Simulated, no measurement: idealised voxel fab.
Presented below is a process module, voxel air gaps.
Cross-section cut spans 170 nm and uses square cells 5 nm in size.
Cross-section spec: square-cell grid; bands listed top down; each band is one or more rows.
Each band's line starts with the height of the band's top and of its bottom, in nm. Then come its materials from left to right, each with its width in nm. One material with "throughout" fills the band from edge to edge. "empty" is empty space.
Heights are measured from 0, the level below which the as-received wafer is all one material; the lowest band has no bottom and continues downward, written as in "0 and below".
The width entry "30..40" should be interpreted row by row: the top row of cells in the band takes the first number, the bottom row takes the second number, and the change between adjacent rows is uniform throughout.
What does "nothing different" mean for a step? It means no cell of the cross-section changed in that step.
Closed-off voids of 8+ cells (no open route to the top) go in "Completely sealed voids", written width x height at distance from the left edge, in nm.
Step line, after settings: the simulator's comment on this step.
overlay nm: for a step with a mask, the amount by which the mask lay right of where it was planned; a negative amount means left of it.

-- Steps planned for the process
- 1: op RECEIVE | material Si
- 2: op CONFORMAL_DEP | material SiO2 | thk nm 10
- 3: op CONFORMAL_DEP | material SiN | thk nm 5
- 4: op DIRECTIONAL_DEP | material SiO2 | thk nm 40
- 5: op PATTERN | tone open | mask id LINES | material resist | width nm 25 | pitch nm 50 | thk nm 20 | overlay nm 0
- 6: op DIRECTIONAL_ETCH | etch materials SiO2 | depth nm 40
- 7: op STRIP | etch materials resist
- 8: op CONFORMAL_DEP | material TiN | thk nm 5
- 9: op FILL_DEP | material Cu | thk nm 5
- 10: op CMP | height nm 55
- 11: op EPI | material Ru | thk nm 10
- 12: op SELECTIVE_ETCH | etch materials SiO2 | depth nm 50
- 13: op CONFORMAL_DEP | material SiN | thk nm 5
Across this set of wafers, the varied parameter is the thk nm of step 8. Starting conditions are identical for every wafer, and the plan reports the value assigned to the first wafer.

-- As-received cross-section, first of several wafers, post step 1
    0 and below | Si throughout
    Completely sealed voids: none

-- At the end of the module, after its last step, step 13, the first of several wafers appears in cross-section as follows
    70 down to 65 | empty 5 nm, then SiN 155 nm, then empty 10 nm
    65 down to 55 | empty 5 nm, then SiN 5 nm, then Ru 45 nm, then SiN 5 nm, then Ru 45 nm, then SiN 5 nm, then Ru 45 nm, then SiN 5 nm, then empty 10 nm
    55 down to 50 | empty 5 nm, then SiN 15 nm, then TiN 5 nm, then Cu 15 nm, then TiN 5 nm, then SiN 25 nm, then TiN 5 nm, then Cu 15 nm, then TiN 5 nm, then SiN 25 nm, then TiN 5 nm, then Cu 15 nm, then TiN 5 nm, then SiN 15 nm, then empty 10 nm
    50 down to 20 | empty 15 nm, then SiN 5 nm, then TiN 5 nm, then Cu 15 nm, then TiN 5 nm, then SiN 5 nm, then empty 15 nm, then SiN 5 nm, then TiN 5 nm, then Cu 15 nm, then TiN 5 nm, then SiN 5 nm, then empty 15 nm, then SiN 5 nm, then TiN 5 nm, then Cu 15 nm, then TiN 5 nm, then SiN 5 nm, then empty 20 nm
    20 down to 15 | SiN 20 nm, then TiN 25 nm, then SiN 25 nm, then TiN 25 nm, then SiN 25 nm, then TiN 25 nm, then SiN 25 nm
    15 down to 10 | SiN throughout
    10 down to 0 | SiO2 throughout
    0 and below | Si throughout
    Completely sealed voids: 15 x 30 at 50; 15 x 30 at 100

-- Cross-sectional view, end of module, last wafer of several
    70 down to 65 | empty 5 nm, then SiN 155 nm, then empty 10 nm
    65 down to 55 | empty 5 nm, then SiN 5 nm, then Ru 45 nm, then SiN 5 nm, then Ru 45 nm, then SiN 5 nm, then Ru 45 nm, then SiN 5 nm, then empty 10 nm
    55 down to 50 | empty 5 nm, then SiN 15 nm, then TiN 25 nm, then SiN 25 nm, then TiN 25 nm, then SiN 25 nm, then TiN 25 nm, then SiN 15 nm, then empty 10 nm
    50 down to 20 | empty 15 nm, then SiN 5 nm, then TiN 25 nm, then SiN 5 nm, then empty 15 nm, then SiN 5 nm, then TiN 25 nm, then SiN 5 nm, then empty 15 nm, then SiN 5 nm, then TiN 25 nm, then SiN 5 nm, then empty 20 nm
    20 down to 15 | SiN 20 nm, then TiN 25 nm, then SiN 25 nm, then TiN 25 nm, then SiN 25 nm, then TiN 25 nm, then SiN 25 nm
    15 down to 10 | SiN throughout
    10 down to 0 | SiO2 throughout
    0 and below | Si throughout
    Completely sealed voids: 15 x 30 at 50; 15 x 30 at 100

-- Rows = wafers. At module end, each row lists per material the cells gained (+) or lost (-) since the wafer was received, then the closed voids
thk nm 5 | +63 Cu | +54 Ru | +144 SiN | +68 SiO2 | +57 TiN | Completely sealed voids: 15 x 30 at 50; 15 x 30 at 100
thk nm 10 | +18 Cu | +54 Ru | +144 SiN | +68 SiO2 | +102 TiN | Completely sealed voids: 15 x 30 at 50; 15 x 30 at 100
thk nm 15 | +54 Ru | +144 SiN | +68 SiO2 | +120 TiN | Completely sealed voids: 15 x 30 at 50; 15 x 30 at 100
thk nm 20 | +54 Ru | +144 SiN | +68 SiO2 | +120 TiN | Completely sealed voids: 15 x 30 at 50; 15 x 30 at 100
